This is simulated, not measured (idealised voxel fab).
A process module follows: voxel transistor to metal.
Shown is cross-section cut, with a width of 200 nm and square cells of size 5 nm.
Throughout this document, each cross-section is represented as a grid of square cells and is presented as a sequence of bands enumerated from the top downward, where a band comprises one or more rows of cells.
Basically the band line says how high the top is and how high the bottom is, in nm, and then what's in it from left to right, every material with its width in nm. Empty space shows up as "empty", and if a single material carries "all across" it runs the full band edge to edge.
Height reference: 0 = level under which incoming wafer is all one material. Lowest band: no bottom, runs on downward, e.g. "top 0, no bottom".
When a width is written as two numbers, as in "30..40", the first number is the width in the top row of cells of the band and the second is the width in its bottom row, and the width changes by the same amount from each row to the next.
Key: "nothing different" - step with no changed cell in the cross-section.
"Enclosed void listing" enumerates empty spaces isolated from the top, with no open way to it, that contain at least 8 cells, giving each as width x height at distance from the left edge, all three in nm.
Note: text after step settings on the step line = simulator remark on that step.
A step's line can hold "overlay nm"; with a mask on that step, the setting says how far right of the planned place the mask lay, while a negative setting says it lay to the left.

[The process steps that were planned are listed below]
1. RECEIVE with material Si
2. CONFORMAL_DEP with material SiO2, thk nm 5
3. CONFORMAL_DEP with material SiN, thk nm 15
4. MASKED_ETCH with tone cover, mask id ACTIVE, width nm 110, etch materials SiN, depth nm 15, overlay nm 0
5. MASKED_ETCH with tone cover, mask id ACTIVE, width nm 110, etch materials SiO2, depth nm 5, overlay nm 0
6. MASKED_ETCH with tone cover, mask id ACTIVE, width nm 110, etch materials Si, depth nm 30, overlay nm 0
7. FILL_DEP with material SiO2, thk nm 15
8. CMP with height nm 20
9. SELECTIVE_ETCH with etch materials SiO2, depth nm 5
10. STRIP with etch materials SiN
11. SELECTIVE_ETCH with etch materials SiO2, depth nm 5
12. OXIDIZE with depth nm 5
13. DIRECTIONAL_DEP with material polySi, thk nm 20
14. DIRECTIONAL_DEP with material SiCN, thk nm 10
15. PATTERN with tone cover, mask id GATE, material resist, width nm 20, thk nm 20, overlay nm 0
16. DIRECTIONAL_ETCH with etch materials SiCN, depth nm 20
17. DIRECTIONAL_ETCH with etch materials polySi, depth nm 30
18. STRIP with etch materials resist
19. CONFORMAL_DEP with material SiN, thk nm 5
20. DIRECTIONAL_ETCH with etch materials SiN, depth nm 5
21. DIRECTIONAL_ETCH with etch materials SiO2, depth nm 5
22. DIRECTIONAL_ETCH with etch materials Si, depth nm 10
23. EPI with material SiGe, thk nm 10
24. FILL_DEP with material SiO2, thk nm 10
25. CMP with height nm 30
26. DIRECTIONAL_DEP with material SiO2, thk nm 10
27. MASKED_ETCH with tone open, mask id CONTACT, width nm 15, pitch nm 75, etch materials SiO2, depth nm 45, overlay nm 0
28. CONFORMAL_DEP with material TiN, thk nm 5
29. FILL_DEP with material W, thk nm 10
30. CMP with height nm 40
31. CONFORMAL_DEP with material SiCN, thk nm 5
32. DIRECTIONAL_DEP with material lowk, thk nm 20
33. MASKED_ETCH with tone open, mask id METAL_1, width nm 15, pitch nm 75, etch materials lowk, depth nm 20, overlay nm 0
34. MASKED_ETCH with tone open, mask id METAL_1, width nm 15, pitch nm 75, etch materials SiCN, depth nm 5, overlay nm 0
35. CONFORMAL_DEP with material TiN, thk nm 5
36. FILL_DEP with material Cu, thk nm 5
37. CMP with height nm 65
38. EPI with material Ru, thk nm 5
39. FILL_DEP with material SiCN, thk nm 5

[Cross-section of the wafer upon arrival, representing the state reached after step 1]
  top 0, no bottom: Si all across
  Enclosed void listing: none

[First of two wafers: cross-section at end of module, run per plan]
  top 75, bottom 70: SiCN all across
  top 70, bottom 65: 50 of SiCN  25 of Ru  50 of SiCN  25 of Ru  50 of SiCN
  top 65, bottom 45: 55 of lowk  5 of TiN  5 of Cu  5 of TiN  60 of lowk  5 of TiN  5 of Cu  5 of TiN  55 of lowk
  top 45, bottom 40: 55 of SiCN  15 of TiN  60 of SiCN  15 of TiN  55 of SiCN
  top 40, bottom 30: 55 of SiO2  5 of TiN  5 of W  5 of TiN  60 of SiO2  5 of TiN  5 of W  5 of TiN  55 of SiO2
  top 30, bottom 20: 55 of SiO2  5 of TiN  5 of W  5 of TiN  15 of SiO2  5 of SiN  20 of SiCN  5 of SiN  15 of SiO2  5 of TiN  5 of W  5 of TiN  55 of SiO2
  top 20, bottom 10: 55 of SiO2  5 of TiN  5 of W  5 of TiN  15 of SiO2  5 of SiN  20 of polySi  5 of SiN  15 of SiO2  5 of TiN  5 of W  5 of TiN  55 of SiO2
  top 10, bottom 5: 40 of SiO2  5 of SiN  10 of SiO2  5 of TiN  5 of W  5 of TiN  15 of SiO2  5 of SiN  20 of polySi  5 of SiN  15 of SiO2  5 of TiN  5 of W  5 of TiN  10 of SiO2  5 of SiN  40 of SiO2
  top 5, bottom 0: 40 of SiO2  5 of SiN  10 of SiO2  5 of TiN  5 of W  5 of TiN  5 of SiO2  10 of SiGe  5 of SiN  20 of polySi  5 of SiN  10 of SiGe  5 of SiO2  5 of TiN  5 of W  5 of TiN  10 of SiO2  5 of SiN  40 of SiO2
  top 0, bottom -5: 55 of SiO2  15 of TiN  5 of SiO2  10 of SiGe  30 of SiO2  10 of SiGe  5 of SiO2  15 of TiN  55 of SiO2
  top -5, bottom -15: 45 of SiO2  40 of SiGe  30 of Si  40 of SiGe  45 of SiO2
  top -15, bottom -30: 45 of SiO2  110 of Si  45 of SiO2
  top -30, no bottom: Si all across
  Enclosed void listing: none

[Now the second wafer, cross-sectioned at the end of the module. Nothing different at the start, nothing different in the plan compared with the first, just one mistake when it was actually run]
  top 75, bottom 70: SiCN all across
  top 70, bottom 65: 50 of SiCN  25 of Ru  50 of SiCN  25 of Ru  50 of SiCN
  top 65, bottom 45: 55 of lowk  5 of TiN  5 of Cu  5 of TiN  60 of lowk  5 of TiN  5 of Cu  5 of TiN  55 of lowk
  top 45, bottom 40: 55 of SiCN  15 of TiN  60 of SiCN  15 of TiN  55 of SiCN
  top 40, bottom 30: 55 of SiO2  5 of TiN  5 of W  5 of TiN  60 of SiO2  5 of TiN  5 of W  5 of TiN  55 of SiO2
  top 30, bottom 25: 55 of SiO2  5 of TiN  5 of W  5 of TiN  15 of SiO2  5 of SiN  20 of SiCN  5 of SiN  15 of SiO2  5 of TiN  5 of W  5 of TiN  55 of SiO2
  top 25, bottom 15: 55 of SiO2  5 of TiN  5 of W  5 of TiN  15 of SiO2  5 of SiN  20 of polySi  5 of SiN  15 of SiO2  5 of TiN  5 of W  5 of TiN  55 of SiO2
  top 15, bottom 10: 55 of SiO2  15 of TiN  15 of SiO2  5 of SiN  20 of polySi  5 of SiN  15 of SiO2  15 of TiN  55 of SiO2
  top 10, bottom 5: 45 of SiO2  5 of SiN  10 of SiGe  10 of TiN  5 of SiO2  10 of SiGe  5 of SiN  20 of polySi  5 of SiN  10 of SiGe  5 of SiO2  10 of TiN  10 of SiGe  5 of SiN  45 of SiO2
  top 5, bottom 0: 50 of SiO2  10 of SiGe  10 of TiN  5 of SiO2  10 of SiGe  30 of SiO2  10 of SiGe  5 of SiO2  10 of TiN  10 of SiGe  50 of SiO2
  top 0, bottom -10: 45 of SiO2  5 of Si  35 of SiGe  30 of Si  35 of SiGe  5 of Si  45 of SiO2
  top -10, bottom -30: 45 of SiO2  110 of Si  45 of SiO2
  top -30, no bottom: Si all across
  Enclosed void listing: none
Error vs. plan: steps 10 and 11 swapped
Upon completion, the second wafer contains, in terms of cells, a greater or smaller amount of certain materials than the first wafer: +26 Si; -4 SiCN; +4 SiGe; -4 SiN; -12 SiO2; -4 TiN; -6 W
